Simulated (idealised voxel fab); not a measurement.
The following process module bears the name voxel capacitor over wiring.
The cross-section on display is named cut; it measures 300 nm wide, and its cells are 5 nm squares.
Cross-section = grid of square cells, listed top down in bands; band = one or more rows. Top, bottom (nm), then materials left to right with widths (nm); lone material tagged "throughout" fills the whole band edge to edge; "blank" = empty space. Height datum 0, below which the as-received substrate wafer is one material. Lowest band open at the bottom, running downward: "z 0 and below". A width such as "30->40" changes by the same amount from each row of cells to the next, from the band's top row to its bottom row. Any step labelled "everything unchanged" changed none of the cells in the cross-section. Listed in "Listed closed voids": every empty space of 8 or more cells without an open way to the top. Form: width x height at distance, the distance being from the left edge, all in nm. It should be noted that, on the line of a given step, the content following the step's settings is a remark produced by the simulator itself with respect to that step. overlay nm: mask offset rightward from planned place, masked step; negative means leftward offset.
PLAN
- 1: op RECEIVE | material Si
- 2: op CONFORMAL_DEP | material SiO2 | thk nm 10
- 3: op DIRECTIONAL_DEP | material TiN | thk nm 5
- 4: op DIRECTIONAL_DEP | material W | thk nm 20
- 5: op DIRECTIONAL_DEP | material aC | thk nm 10
- 6: op PATTERN | tone cover | mask id METAL_1 | material resist | width nm 20 | pitch nm 85 | thk nm 30 | overlay nm 0
- 7: op DIRECTIONAL_ETCH | etch materials aC | depth nm 10
- 8: op STRIP | etch materials resist
- 9: op DIRECTIONAL_ETCH | etch materials W | depth nm 10
- 10: op DIRECTIONAL_ETCH | etch materials TiN | depth nm 5
- 11: op STRIP | etch materials aC
- 12: op CONFORMAL_DEP | material SiN | thk nm 5
- 13: op FILL_DEP | material lowk | thk nm 10
- 14: op CMP | height nm 35
- 15: op CONFORMAL_DEP | material SiCN | thk nm 5
- 16: op DIRECTIONAL_DEP | material SiO2 | thk nm 20
- 17: op MASKED_ETCH | tone open | mask id PLUG_1 | width nm 15 | etch materials SiO2 | depth nm 20 | overlay nm 0
- 18: op MASKED_ETCH | tone open | mask id PLUG_1 | width nm 15 | etch materials SiCN | depth nm 5 | overlay nm 0
- 19: op CONFORMAL_DEP | material TiN | thk nm 5
- 20: op FILL_DEP | material Cu | thk nm 5
- 21: op CMP | height nm 60
- 22: op DIRECTIONAL_DEP | material TiN | thk nm 5
- 23: op DIRECTIONAL_DEP | material Al2O3 | thk nm 5
- 24: op DIRECTIONAL_DEP | material TiN | thk nm 10
- 25: op DIRECTIONAL_DEP | material aC | thk nm 15
- 26: op PATTERN | tone cover | mask id UPPER_PLATE | material resist | width nm 70 | thk nm 35 | overlay nm 0
- 27: op DIRECTIONAL_ETCH | etch materials aC | depth nm 15
- 28: op STRIP | etch materials resist
- 29: op DIRECTIONAL_ETCH | etch materials TiN | depth nm 10
- 30: op DIRECTIONAL_ETCH | etch materials Al2O3 | depth nm 5
- 31: op STRIP | etch materials aC
- 32: op DIRECTIONAL_DEP | material aC | thk nm 10
- 33: op PATTERN | tone cover | mask id LOWER_PLATE | material resist | width nm 80 | thk nm 30 | overlay nm 0
- 34: op DIRECTIONAL_ETCH | etch materials aC | depth nm 10
- 35: op STRIP | etch materials resist
- 36: op DIRECTIONAL_ETCH | etch materials TiN | depth nm 5
- 37: op STRIP | etch materials aC
- 38: op FILL_DEP | material SiO2 | thk nm 15
- 39: op CMP | height nm 90
- 40: op PATTERN | tone open | mask id PLUG_2 | material resist | width nm 15 | thk nm 20 | overlay nm 0
- 41: op DIRECTIONAL_ETCH | etch materials SiO2 | depth nm 10
- 42: op STRIP | etch materials resist
- 43: op CONFORMAL_DEP | material TiN | thk nm 5
- 44: op FILL_DEP | material Ru | thk nm 5
- 45: op CMP | height nm 90
- 46: op CONFORMAL_DEP | material SiN | thk nm 5
Across this set of wafers, the varied parameter is the depth nm of step 9. Starting conditions are identical for every wafer, and the plan reports the value assigned to the first wafer.
THE FIRST OF SEVERAL WAFERS, AS RECEIVED AFTER STEP 1, SEEN IN SECTION
- z 0 and below = Si throughout
- Listed closed voids: none
DEPICTED HERE IS THE FIRST OF SEVERAL WAFERS IN CROSS-SECTION, AT MODULE COMPLETION FOLLOWING THE LAST STEP, STEP 46
- z 95 to 90 = SiN throughout
- z 90 to 85 = SiO2=110; TiN=5; Ru=5; TiN=5; SiO2=175
- z 85 to 80 = SiO2=110; TiN=15; SiO2=175
- z 80 to 70 = SiO2=100; TiN=70; SiO2=130
- z 70 to 65 = SiO2=100; Al2O3=70; SiO2=130
- z 65 to 60 = SiO2=95; TiN=80; SiO2=125
- z 60 to 40 = SiO2=100; TiN=5; Cu=5; TiN=5; SiO2=185
- z 40 to 35 = SiCN=100; TiN=15; SiCN=185
- z 35 to 30 = lowk=90; SiN=5; W=20; SiN=5; lowk=55; SiN=5; W=20; SiN=5; lowk=95
- z 30 to 25 = SiN=95; W=20; SiN=65; W=20; SiN=100
- z 25 to 15 = W throughout
- z 15 to 10 = TiN throughout
- z 10 to 0 = SiO2 throughout
- z 0 and below = Si throughout
- Listed closed voids: none
LAST WAFER, END OF MODULE, CROSS-SECTION
- z 95 to 90 = SiN throughout
- z 90 to 85 = SiO2=110; TiN=5; Ru=5; TiN=5; SiO2=175
- z 85 to 80 = SiO2=110; TiN=15; SiO2=175
- z 80 to 70 = SiO2=100; TiN=70; SiO2=130
- z 70 to 65 = SiO2=100; Al2O3=70; SiO2=130
- z 65 to 60 = SiO2=95; TiN=80; SiO2=125
- z 60 to 40 = SiO2=100; TiN=5; Cu=5; TiN=5; SiO2=185
- z 40 to 35 = SiCN=100; TiN=15; SiCN=185
- z 35 to 15 = lowk=90; SiN=5; W=20; SiN=5; lowk=55; SiN=5; W=20; SiN=5; lowk=95
- z 15 to 10 = SiN=95; TiN=20; SiN=65; TiN=20; SiN=100
- z 10 to 0 = SiO2 throughout
- z 0 and below = Si throughout
- Listed closed voids: none
HEADS UP, THIS TABLE GOES WAFER BY WAFER. A ROW TELLS YOU, AT THE END OF THE MODULE, HOW MANY CELLS OF EACH MATERIAL THAT WAFER HAS PUT ON (+) OR DROPPED (-) SINCE IT WAS RECEIVED, AND THEN ITS CLOSED VOIDS
depth nm 10 | +14 Al2O3 | +4 Cu | +1 Ru | +57 SiCN | +116 SiN | +644 SiO2 | +120 TiN | +136 W | +48 lowk | Listed closed voids: none
depth nm 15 | +14 Al2O3 | +4 Cu | +1 Ru | +57 SiCN | +120 SiN | +644 SiO2 | +120 TiN | +84 W | +96 lowk | Listed closed voids: none
depth nm 20 | +14 Al2O3 | +4 Cu | +1 Ru | +57 SiCN | +128 SiN | +644 SiO2 | +68 TiN | +32 W | +192 lowk | Listed closed voids: none
depth nm 25 | +14 Al2O3 | +4 Cu | +1 Ru | +57 SiCN | +128 SiN | +644 SiO2 | +68 TiN | +32 W | +192 lowk | Listed closed voids: none
depth nm 30 | +14 Al2O3 | +4 Cu | +1 Ru | +57 SiCN | +128 SiN | +644 SiO2 | +68 TiN | +32 W | +192 lowk | Listed closed voids: none
depth nm 35 | +14 Al2O3 | +4 Cu | +1 Ru | +57 SiCN | +128 SiN | +644 SiO2 | +68 TiN | +32 W | +192 lowk | Listed closed voids: none
